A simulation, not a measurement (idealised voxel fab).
A process module follows: voxel self aligned vias.
It is cross-section cut that appears here, measuring 205 nm in width, its square cells being 5 nm in size.
When this document writes out a cross-section, it uses a grid of square cells and lists it as bands, beginning at the top and moving down, with a band standing for one or more rows of cells.
Heights first: top, then bottom, in nm. Then materials, left to right, each with a width in nm. "edge to edge" on a single material: fills the band edge to edge. "air": empty space.
Note: height 0 marks the level under which the wafer is uniformly one material as received. Lowest band unbounded below, written "from 0 down".
When a width is written as two numbers, as in "30->40", the first number is the width in the top row of cells of the band and the second is the width in its bottom row, and the width changes by the same amount from each row to the next.
"no alteration", as given for a step, is the statement that not any cell of the cross-section underwent a change during that step.
For the entry "Non-vented voids", the listed items are empty spaces with no open way to the top whose size is 8 cells or more; each item follows the pattern width x height at distance, where distance is from the left edge and all three are in nm.
Note: text after step settings on the step line = simulator remark on that step.
The line of a step may include "overlay nm". On a step with a mask, this value is how far to the right of its planned place the mask lay. A negative value means the mask lay to the left.
Each of the pairs that make up the rest of this document says: here is the cross-section before one process step, here is the cross-section after it, drawn only down to the lowest band that changed, and here, under the pair, is the step lying between them with its settings. Different pairs may come from different runs of this module on the same starting wafer, so a pair continues from the pair above it only where its entry headed "Incoming profile" says so.

Incoming profile:
	from 75 to 55 | 15 resist, then 40 air, then 90 resist, then 40 air, then 20 resist
	from 55 to 40 | 15 SiO2, then 40 air, then 90 SiO2, then 40 air, then 20 SiO2
	from 40 to 35 | 15 SiO2, then 40 air, then 35 SiO2, then 20 SiN, then 35 SiO2, then 40 air, then 20 SiO2
	from 35 to 20 | 25 SiO2, then 5 TiN, then 10 W, then 5 TiN, then 45 SiO2, then 5 TiN, then 10 W, then 5 TiN, then 45 SiO2, then 5 TiN, then 10 W, then 5 TiN, then 30 SiO2
	from 20 to 15 | 25 SiO2, then 20 TiN, then 45 SiO2, then 20 TiN, then 45 SiO2, then 20 TiN, then 30 SiO2
	from 15 to 10 | SiCN edge to edge
	from 10 to 0 | SiO2 edge to edge
	from 0 down | Si edge to edge
	Non-vented voids: none

Sectional View, Post-Process:
	from 55 to 40 | 15 SiO2, then 40 air, then 90 SiO2, then 40 air, then 20 SiO2
	Beneath the level 40, the cross-section is identical to its previous state.
	Non-vented voids: none
Between the two cross-sections shown above lies STRIP with etch materials resist

Incoming profile: nothing new to draw here, it's the after view of the pair just above.

Sectional View, Post-Process:
	from 60 to 55 | 20 TiN, then 30 air, then 100 TiN, then 30 air, then 25 TiN
	from 55 to 40 | 15 SiO2, then 5 TiN, then 30 air, then 5 TiN, then 90 SiO2, then 5 TiN, then 30 air, then 5 TiN, then 20 SiO2
	from 40 to 35 | 15 SiO2, then 40 TiN, then 35 SiO2, then 20 SiN, then 35 SiO2, then 40 TiN, then 20 SiO2
	Beneath the level 35, the cross-section is identical to its previous state.
	Non-vented voids: none
Between the two cross-sections shown above lies CONFORMAL_DEP with material TiN, thk nm 5

Incoming profile: nothing new to draw here, it's the after view of the pair just above.

Sectional View, Post-Process:
	from 65 to 60 | Ru edge to edge
	from 60 to 55 | 20 TiN, then 30 Ru, then 100 TiN, then 30 Ru, then 25 TiN
	from 55 to 40 | 15 SiO2, then 5 TiN, then 30 Ru, then 5 TiN, then 90 SiO2, then 5 TiN, then 30 Ru, then 5 TiN, then 20 SiO2
	Beneath the level 40, the cross-section is identical to its previous state.
	Non-vented voids: none
Between the two cross-sections shown above lies FILL_DEP with material Ru, thk nm 5

Incoming profile: nothing new to draw here, it's the after view of the pair just above.

Sectional View, Post-Process:
	from 60 to 55 | 20 TiN, then 30 Ru, then 100 TiN, then 30 Ru, then 25 TiN
	Beneath the level 55, the cross-section is identical to its previous state.
	Non-vented voids: none
Between the two cross-sections shown above lies CMP with height nm 60

Incoming profile: nothing new to draw here, it's the after view of the pair just above.

Sectional View, Post-Process:
	from 65 to 60 | SiN edge to edge
	Beneath the level 60, the cross-section is identical to its previous state.
	Non-vented voids: none
Between the two cross-sections shown above lies CONFORMAL_DEP with material SiN, thk nm 5

Incoming profile:
	from 60 to 40 | SiO2 edge to edge
	from 40 to 35 | 25 SiO2, then 20 SiN, then 45 SiO2, then 20 SiN, then 45 SiO2, then 20 SiN, then 30 SiO2
	from 35 to 20 | 25 SiO2, then 5 TiN, then 10 W, then 5 TiN, then 45 SiO2, then 5 TiN, then 10 W, then 5 TiN, then 45 SiO2, then 5 TiN, then 10 W, then 5 TiN, then 30 SiO2
	from 20 to 15 | 25 SiO2, then 20 TiN, then 45 SiO2, then 20 TiN, then 45 SiO2, then 20 TiN, then 30 SiO2
	from 15 to 10 | SiCN edge to edge
	from 10 to 0 | SiO2 edge to edge
	from 0 down | Si edge to edge
	Non-vented voids: none

Sectional View, Post-Process:
	from 80 to 60 | 20 resist, then 35 air, then 95 resist, then 35 air, then 20 resist
	Beneath the level 60, the cross-section is identical to its previous state.
	Non-vented voids: none
Between the two cross-sections shown above lies PATTERN with tone open, mask id VIAS, material resist, width nm 35, pitch nm 130, thk nm 20, overlay nm 0

Incoming profile: nothing new to draw here, it's the after view of the pair just above.

Sectional View, Post-Process:
	from 80 to 60 | 20 resist, then 35 air, then 95 resist, then 35 air, then 20 resist
	from 60 to 40 | 20 SiO2, then 35 air, then 95 SiO2, then 35 air, then 20 SiO2
	Beneath the level 40, the cross-section is identical to its previous state.
	Non-vented voids: none
Between the two cross-sections shown above lies DIRECTIONAL_ETCH with etch materials SiO2, depth nm 20

Incoming profile: nothing new to draw here, it's the after view of the pair just above.

Sectional View, Post-Process:
	from 80 to 60 | 20 resist, then 35 air, then 95 resist, then 35 air, then 20 resist
	from 60 to 40 | 20 SiO2, then 35 air, then 95 SiO2, then 35 air, then 20 SiO2
	from 40 to 35 | 25 SiO2, then 20 air, then 45 SiO2, then 20 SiN, then 45 SiO2, then 20 air, then 30 SiO2
	Beneath the level 35, the cross-section is identical to its previous state.
	Non-vented voids: none
Between the two cross-sections shown above lies DIRECTIONAL_ETCH with etch materials SiN, depth nm 5

Incoming profile: nothing new to draw here, it's the after view of the pair just above.

Sectional View, Post-Process:
	from 60 to 40 | 20 SiO2, then 35 air, then 95 SiO2, then 35 air, then 20 SiO2
	Beneath the level 40, the cross-section is identical to its previous state.
	Non-vented voids: none
Between the two cross-sections shown above lies STRIP with etch materials resist

Incoming profile: nothing new to draw here, it's the after view of the pair just above.

Sectional View, Post-Process:
	from 65 to 60 | 25 TiN, then 25 air, then 105 TiN, then 25 air, then 25 TiN
	from 60 to 45 | 20 SiO2, then 5 TiN, then 25 air, then 5 TiN, then 95 SiO2, then 5 TiN, then 25 air, then 5 TiN, then 20 SiO2
	from 45 to 40 | 20 SiO2, then 10 TiN, then 10 air, then 15 TiN, then 95 SiO2, then 10 TiN, then 10 air, then 15 TiN, then 20 SiO2
	from 40 to 35 | 25 SiO2, then 20 TiN, then 45 SiO2, then 20 SiN, then 45 SiO2, then 20 TiN, then 30 SiO2
	Beneath the level 35, the cross-section is identical to its previous state.
	Non-vented voids: none
Between the two cross-sections shown above lies CONFORMAL_DEP with material TiN, thk nm 5

Incoming profile: nothing new to draw here, it's the after view of the pair just above.

Sectional View, Post-Process:
	from 70 to 65 | Ru edge to edge
	from 65 to 60 | 25 TiN, then 25 Ru, then 105 TiN, then 25 Ru, then 25 TiN
	from 60 to 45 | 20 SiO2, then 5 TiN, then 25 Ru, then 5 TiN, then 95 SiO2, then 5 TiN, then 25 Ru, then 5 TiN, then 20 SiO2
	from 45 to 40 | 20 SiO2, then 10 TiN, then 10 Ru, then 15 TiN, then 95 SiO2, then 10 TiN, then 10 Ru, then 15 TiN, then 20 SiO2
	Beneath the level 40, the cross-section is identical to its previous state.
	Non-vented voids: none
Between the two cross-sections shown above lies FILL_DEP with material Ru, thk nm 5

Incoming profile: nothing new to draw here, it's the after view of the pair just above.

Sectional View, Post-Process:
	from 60 to 45 | 20 SiO2, then 5 TiN, then 25 Ru, then 5 TiN, then 95 SiO2, then 5 TiN, then 25 Ru, then 5 TiN, then 20 SiO2
	Beneath the level 45, the cross-section is identical to its previous state.
	Non-vented voids: none
Between the two cross-sections shown above lies CMP with height nm 60

Incoming profile: nothing new to draw here, it's the after view of the pair just above.

Sectional View, Post-Process:
	from 65 to 60 | SiN edge to edge
	Beneath the level 60, the cross-section is identical to its previous state.
	Non-vented voids: none
Between the two cross-sections shown above lies CONFORMAL_DEP with material SiN, thk nm 5

Incoming profile:
	from 40 to 15 | SiO2 edge to edge
	from 15 to 10 | SiCN edge to edge
	from 10 to 0 | SiO2 edge to edge
	from 0 down | Si edge to edge
	Non-vented voids: none

Sectional View, Post-Process:
	from 60 to 40 | 15 resist, then 20 air, then 45 resist, then 20 air, then 45 resist, then 20 air, then 40 resist
	Beneath the level 40, the cross-section is identical to its previous state.
	Non-vented voids: none
Between the two cross-sections shown above lies PATTERN with tone open, mask id LINES, material resist, width nm 20, pitch nm 65, thk nm 20, overlay nm -10

Incoming profile: nothing new to draw here, it's the after view of the pair just above.

Sectional View, Post-Process:
	from 60 to 40 | 15 resist, then 20 air, then 45 resist, then 20 air, then 45 resist, then 20 air, then 40 resist
	from 40 to 15 | 15 SiO2, then 20 air, then 45 SiO2, then 20 air, then 45 SiO2, then 20 air, then 40 SiO2
	Beneath the level 15, the cross-section is identical to its previous state.
	Non-vented voids: none
Between the two cross-sections shown above lies DIRECTIONAL_ETCH with etch materials SiO2, depth nm 25

Incoming profile: nothing new to draw here, it's the after view of the pair just above.

Sectional View, Post-Process:
	from 40 to 15 | 15 SiO2, then 20 air, then 45 SiO2, then 20 air, then 45 SiO2, then 20 air, then 40 SiO2
	Beneath the level 15, the cross-section is identical to its previous state.
	Non-vented voids: none
Between the two cross-sections shown above lies STRIP with etch materials resist

Incoming profile: nothing new to draw here, it's the after view of the pair just above.

Sectional View, Post-Process:
	from 45 to 40 | 20 TiN, then 10 air, then 55 TiN, then 10 air, then 55 TiN, then 10 air, then 45 TiN
	from 40 to 20 | 15 SiO2, then 5 TiN, then 10 air, then 5 TiN, then 45 SiO2, then 5 TiN, then 10 air, then 5 TiN, then 45 SiO2, then 5 TiN, then 10 air, then 5 TiN, then 40 SiO2
	from 20 to 15 | 15 SiO2, then 20 TiN, then 45 SiO2, then 20 TiN, then 45 SiO2, then 20 TiN, then 40 SiO2
	Beneath the level 15, the cross-section is identical to its previous state.
	Non-vented voids: none
Between the two cross-sections shown above lies CONFORMAL_DEP with material TiN, thk nm 5

Incoming profile: nothing new to draw here, it's the after view of the pair just above.

Sectional View, Post-Process:
	from 55 to 45 | W edge to edge
	from 45 to 40 | 20 TiN, then 10 W, then 55 TiN, then 10 W, then 55 TiN, then 10 W, then 45 TiN
	from 40 to 20 | 15 SiO2, then 5 TiN, then 10 W, then 5 TiN, then 45 SiO2, then 5 TiN, then 10 W, then 5 TiN, then 45 SiO2, then 5 TiN, then 10 W, then 5 TiN, then 40 SiO2
	Beneath the level 20, the cross-section is identical to its previous state.
	Non-vented voids: none
Between the two cross-sections shown above lies FILL_DEP with material W, thk nm 10

Incoming profile: nothing new to draw here, it's the after view of the pair just above.

Sectional View, Post-Process:
	from 40 to 20 | 15 SiO2, then 5 TiN, then 10 W, then 5 TiN, then 45 SiO2, then 5 TiN, then 10 W, then 5 TiN, then 45 SiO2, then 5 TiN, then 10 W, then 5 TiN, then 40 SiO2
	Beneath the level 20, the cross-section is identical to its previous state.
	Non-vented voids: none
Between the two cross-sections shown above lies CMP with height nm 40

Incoming profile: nothing new to draw here, it's the after view of the pair just above.

Sectional View, Post-Process:
	from 40 to 35 | 15 SiO2, then 20 air, then 45 SiO2, then 20 air, then 45 SiO2, then 20 air, then 40 SiO2
	Beneath the level 35, the cross-section is identical to its previous state.
	Non-vented voids: none
Between the two cross-sections shown above lies SELECTIVE_ETCH with etch materials W Ru TiN, depth nm 5

Incoming profile: nothing new to draw here, it's the after view of the pair just above.

Sectional View, Post-Process:
	from 45 to 40 | SiN edge to edge
	from 40 to 35 | 15 SiO2, then 20 SiN, then 45 SiO2, then 20 SiN, then 45 SiO2, then 20 SiN, then 40 SiO2
	Beneath the level 35, the cross-section is identical to its previous state.
	Non-vented voids: none
Between the two cross-sections shown above lies FILL_DEP with material SiN, thk nm 5

Incoming profile: nothing new to draw here, it's the after view of the pair just above.

Sectional View, Post-Process:
	from 40 to 35 | 15 SiO2, then 20 SiN, then 45 SiO2, then 20 SiN, then 45 SiO2, then 20 SiN, then 40 SiO2
	Beneath the level 35, the cross-section is identical to its previous state.
	Non-vented voids: none
Between the two cross-sections shown above lies CMP with height nm 40

Incoming profile: nothing new to draw here, it's the after view of the pair just above.

Sectional View, Post-Process:
	from 60 to 40 | SiO2 edge to edge
	Beneath the level 40, the cross-section is identical to its previous state.
	Non-vented voids: none
Between the two cross-sections shown above lies DIRECTIONAL_DEP with material SiO2, thk nm 20

Incoming profile: nothing new to draw here, it's the after view of the pair just above.

Sectional View, Post-Process:
	from 80 to 60 | 15 resist, then 40 air, then 90 resist, then 40 air, then 20 resist
	Beneath the level 60, the cross-section is identical to its previous state.
	Non-vented voids: none
Between the two cross-sections shown above lies PATTERN with tone open, mask id VIAS, material resist, width nm 40, pitch nm 130, thk nm 20, overlay nm 0

Incoming profile: nothing new to draw here, it's the after view of the pair just above.

Sectional View, Post-Process:
	from 80 to 60 | 15 resist, then 40 air, then 90 resist, then 40 air, then 20 resist
	from 60 to 40 | 15 SiO2, then 40 air, then 90 SiO2, then 40 air, then 20 SiO2
	Beneath the level 40, the cross-section is identical to its previous state.
	Non-vented voids: none
Between the two cross-sections shown above lies DIRECTIONAL_ETCH with etch materials SiO2, depth nm 20

Incoming profile: nothing new to draw here, it's the after view of the pair just above.

Sectional View, Post-Process:
	from 80 to 60 | 15 resist, then 40 air, then 90 resist, then 40 air, then 20 resist
	from 60 to 40 | 15 SiO2, then 40 air, then 90 SiO2, then 40 air, then 20 SiO2
	from 40 to 35 | 15 SiO2, then 20 air, then 45 SiO2, then 20 SiN, then 45 SiO2, then 20 air, then 40 SiO2
	Beneath the level 35, the cross-section is identical to its previous state.
	Non-vented voids: none
Between the two cross-sections shown above lies DIRECTIONAL_ETCH with etch materials SiN, depth nm 5

Incoming profile: nothing new to draw here, it's the after view of the pair just above.

Sectional View, Post-Process:
	from 60 to 40 | 15 SiO2, then 40 air, then 90 SiO2, then 40 air, then 20 SiO2
	Beneath the level 40, the cross-section is identical to its previous state.
	Non-vented voids: none
Between the two cross-sections shown above lies STRIP with etch materials resist

Incoming profile: nothing new to draw here, it's the after view of the pair just above.

Sectional View, Post-Process:
	from 65 to 60 | 20 TiN, then 30 air, then 100 TiN, then 30 air, then 25 TiN
	from 60 to 45 | 15 SiO2, then 5 TiN, then 30 air, then 5 TiN, then 90 SiO2, then 5 TiN, then 30 air, then 5 TiN, then 20 SiO2
	from 45 to 40 | 15 SiO2, then 5 TiN, then 10 air, then 25 TiN, then 90 SiO2, then 5 TiN, then 10 air, then 25 TiN, then 20 SiO2
	from 40 to 35 | 15 SiO2, then 20 TiN, then 45 SiO2, then 20 SiN, then 45 SiO2, then 20 TiN, then 40 SiO2
	Beneath the level 35, the cross-section is identical to its previous state.
	Non-vented voids: none
Between the two cross-sections shown above lies CONFORMAL_DEP with material TiN, thk nm 5

Incoming profile: nothing new to draw here, it's the after view of the pair just above.

Sectional View, Post-Process:
	from 70 to 65 | Ru edge to edge
	from 65 to 60 | 20 TiN, then 30 Ru, then 100 TiN, then 30 Ru, then 25 TiN
	from 60 to 45 | 15 SiO2, then 5 TiN, then 30 Ru, then 5 TiN, then 90 SiO2, then 5 TiN, then 30 Ru, then 5 TiN, then 20 SiO2
	from 45 to 40 | 15 SiO2, then 5 TiN, then 10 Ru, then 25 TiN, then 90 SiO2, then 5 TiN, then 10 Ru, then 25 TiN, then 20 SiO2
	Beneath the level 40, the cross-section is identical to its previous state.
	Non-vented voids: none
Between the two cross-sections shown above lies FILL_DEP with material Ru, thk nm 5

Incoming profile: nothing new to draw here, it's the after view of the pair just above.

Sectional View, Post-Process:
	from 60 to 45 | 15 SiO2, then 5 TiN, then 30 Ru, then 5 TiN, then 90 SiO2, then 5 TiN, then 30 Ru, then 5 TiN, then 20 SiO2
	Beneath the level 45, the cross-section is identical to its previous state.
	Non-vented voids: none
Between the two cross-sections shown above lies CMP with height nm 60

Incoming profile: nothing new to draw here, it's the after view of the pair just above.

Sectional View, Post-Process:
	from 65 to 60 | SiN edge to edge
	Beneath the level 60, the cross-section is identical to its previous state.
	Non-vented voids: none
Between the two cross-sections shown above lies CONFORMAL_DEP with material SiN, thk nm 5

Incoming profile:
	from 65 to 60 | 20 TiN, then 30 air, then 100 TiN, then 30 air, then 25 TiN
	from 60 to 45 | 15 SiO2, then 5 TiN, then 30 air, then 5 TiN, then 90 SiO2, then 5 TiN, then 30 air, then 5 TiN, then 20 SiO2
	from 45 to 40 | 15 SiO2, then 15 TiN, then 10 air, then 15 TiN, then 90 SiO2, then 15 TiN, then 10 air, then 15 TiN, then 20 SiO2
	from 40 to 35 | 25 SiO2, then 20 TiN, then 45 SiO2, then 20 SiN, then 45 SiO2, then 20 TiN, then 30 SiO2
	from 35 to 20 | 25 SiO2, then 5 TiN, then 10 W, then 5 TiN, then 45 SiO2, then 5 TiN, then 10 W, then 5 TiN, then 45 SiO2, then 5 TiN, then 10 W, then 5 TiN, then 30 SiO2
	from 20 to 15 | 25 SiO2, then 20 TiN, then 45 SiO2, then 20 TiN, then 45 SiO2, then 20 TiN, then 30 SiO2
	from 15 to 10 | SiCN edge to edge
	from 10 to 0 | SiO2 edge to edge
	from 0 down | Si edge to edge
	Non-vented voids: none

Sectional View, Post-Process:
	from 70 to 65 | SiCN edge to edge
	from 65 to 60 | 20 TiN, then 30 SiCN, then 100 TiN, then 30 SiCN, then 25 TiN
	from 60 to 45 | 15 SiO2, then 5 TiN, then 30 SiCN, then 5 TiN, then 90 SiO2, then 5 TiN, then 30 SiCN, then 5 TiN, then 20 SiO2
	from 45 to 40 | 15 SiO2, then 15 TiN, then 10 SiCN, then 15 TiN, then 90 SiO2, then 15 TiN, then 10 SiCN, then 15 TiN, then 20 SiO2
	Beneath the level 40, the cross-section is identical to its previous state.
	Non-vented voids: none
Between the two cross-sections shown above lies FILL_DEP with material SiCN, thk nm 5

Incoming profile: nothing new to draw here, it's the after view of the pair just above.

Sectional View, Post-Process:
	from 60 to 45 | 15 SiO2, then 5 TiN, then 30 SiCN, then 5 TiN, then 90 SiO2, then 5 TiN, then 30 SiCN, then 5 TiN, then 20 SiO2
	Beneath the level 45, the cross-section is identical to its previous state.
	Non-vented voids: none
Between the two cross-sections shown above lies CMP with height nm 60

Incoming profile: nothing new to draw here, it's the after view of the pair just above.

Sectional View, Post-Process:
	from 65 to 60 | SiN edge to edge
	Beneath the level 60, the cross-section is identical to its previous state.
	Non-vented voids: none
Between the two cross-sections shown above lies CONFORMAL_DEP with material SiN, thk nm 5

Incoming profile:
	from 60 to 40 | SiO2 edge to edge
	from 40 to 35 | 25 SiO2, then 20 SiN, then 45 SiO2, then 20 SiN, then 45 SiO2, then 20 SiN, then 30 SiO2
	from 35 to 20 | 25 SiO2, then 5 TiN, then 10 W, then 5 TiN, then 45 SiO2, then 5 TiN, then 10 W, then 5 TiN, then 45 SiO2, then 5 TiN, then 10 W, then 5 TiN, then 30 SiO2
	from 20 to 15 | 25 SiO2, then 20 TiN, then 45 SiO2, then 20 TiN, then 45 SiO2, then 20 TiN, then 30 SiO2
	from 15 to 10 | SiCN edge to edge
	from 10 to 0 | SiO2 edge to edge
	from 0 down | Si edge to edge
	Non-vented voids: none

Sectional View, Post-Process:
	from 80 to 60 | 15 air, then 40 resist, then 90 air, then 40 resist, then 20 air
	Beneath the level 60, the cross-section is identical to its previous state.
	Non-vented voids: none
Between the two cross-sections shown above lies PATTERN with tone cover, mask id VIAS, material resist, width nm 40, pitch nm 130, thk nm 20, overlay nm 0

Incoming profile: nothing new to draw here, it's the after view of the pair just above.

Sectional View, Post-Process:
	from 80 to 60 | 15 air, then 40 resist, then 90 air, then 40 resist, then 20 air
	from 60 to 40 | 15 air, then 40 SiO2, then 90 air, then 40 SiO2, then 20 air
	Beneath the level 40, the cross-section is identical to its previous state.
	Non-vented voids: none
Between the two cross-sections shown above lies DIRECTIONAL_ETCH with etch materials SiO2, depth nm 20

Incoming profile: nothing new to draw here, it's the after view of the pair just above.

Sectional View, Post-Process:
	from 80 to 60 | 15 air, then 40 resist, then 90 air, then 40 resist, then 20 air
	from 60 to 40 | 15 air, then 40 SiO2, then 90 air, then 40 SiO2, then 20 air
	from 40 to 35 | 25 SiO2, then 20 SiN, then 45 SiO2, then 20 air, then 45 SiO2, then 20 SiN, then 30 SiO2
	Beneath the level 35, the cross-section is identical to its previous state.
	Non-vented voids: none
Between the two cross-sections shown above lies DIRECTIONAL_ETCH with etch materials SiN, depth nm 5

Incoming profile: nothing new to draw here, it's the after view of the pair just above.

Sectional View, Post-Process:
	from 60 to 40 | 15 air, then 40 SiO2, then 90 air, then 40 SiO2, then 20 air
	Beneath the level 40, the cross-section is identical to its previous state.
	Non-vented voids: none
Between the two cross-sections shown above lies STRIP with etch materials resist

Incoming profile: nothing new to draw here, it's the after view of the pair just above.

Sectional View, Post-Process:
	from 65 to 60 | 10 air, then 50 TiN, then 80 air, then 50 TiN, then 15 air
	from 60 to 45 | 10 air, then 5 TiN, then 40 SiO2, then 5 TiN, then 80 air, then 5 TiN, then 40 SiO2, then 5 TiN, then 15 air
	from 45 to 40 | 15 TiN, then 40 SiO2, then 40 TiN, then 10 air, then 40 TiN, then 40 SiO2, then 20 TiN
	from 40 to 35 | 25 SiO2, then 20 SiN, then 45 SiO2, then 20 TiN, then 45 SiO2, then 20 SiN, then 30 SiO2
	Beneath the level 35, the cross-section is identical to its previous state.
	Non-vented voids: none
Between the two cross-sections shown above lies CONFORMAL_DEP with material TiN, thk nm 5

Incoming profile: nothing new to draw here, it's the after view of the pair just above.

Sectional View, Post-Process:
	from 70 to 65 | Ru edge to edge
	from 65 to 60 | 10 Ru, then 50 TiN, then 80 Ru, then 50 TiN, then 15 Ru
	from 60 to 45 | 10 Ru, then 5 TiN, then 40 SiO2, then 5 TiN, then 80 Ru, then 5 TiN, then 40 SiO2, then 5 TiN, then 15 Ru
	from 45 to 40 | 15 TiN, then 40 SiO2, then 40 TiN, then 10 Ru, then 40 TiN, then 40 SiO2, then 20 TiN
	Beneath the level 40, the cross-section is identical to its previous state.
	Non-vented voids: none
Between the two cross-sections shown above lies FILL_DEP with material Ru, thk nm 5

Incoming profile: nothing new to draw here, it's the after view of the pair just above.

Sectional View, Post-Process:
	from 60 to 45 | 10 Ru, then 5 TiN, then 40 SiO2, then 5 TiN, then 80 Ru, then 5 TiN, then 40 SiO2, then 5 TiN, then 15 Ru
	Beneath the level 45, the cross-section is identical to its previous state.
	Non-vented voids: none
Between the two cross-sections shown above lies CMP with height nm 60

Incoming profile: nothing new to draw here, it's the after view of the pair just above.

Sectional View, Post-Process:
	from 65 to 60 | SiN edge to edge
	Beneath the level 60, the cross-section is identical to its previous state.
	Non-vented voids: none
Between the two cross-sections shown above lies CONFORMAL_DEP with material SiN, thk nm 5
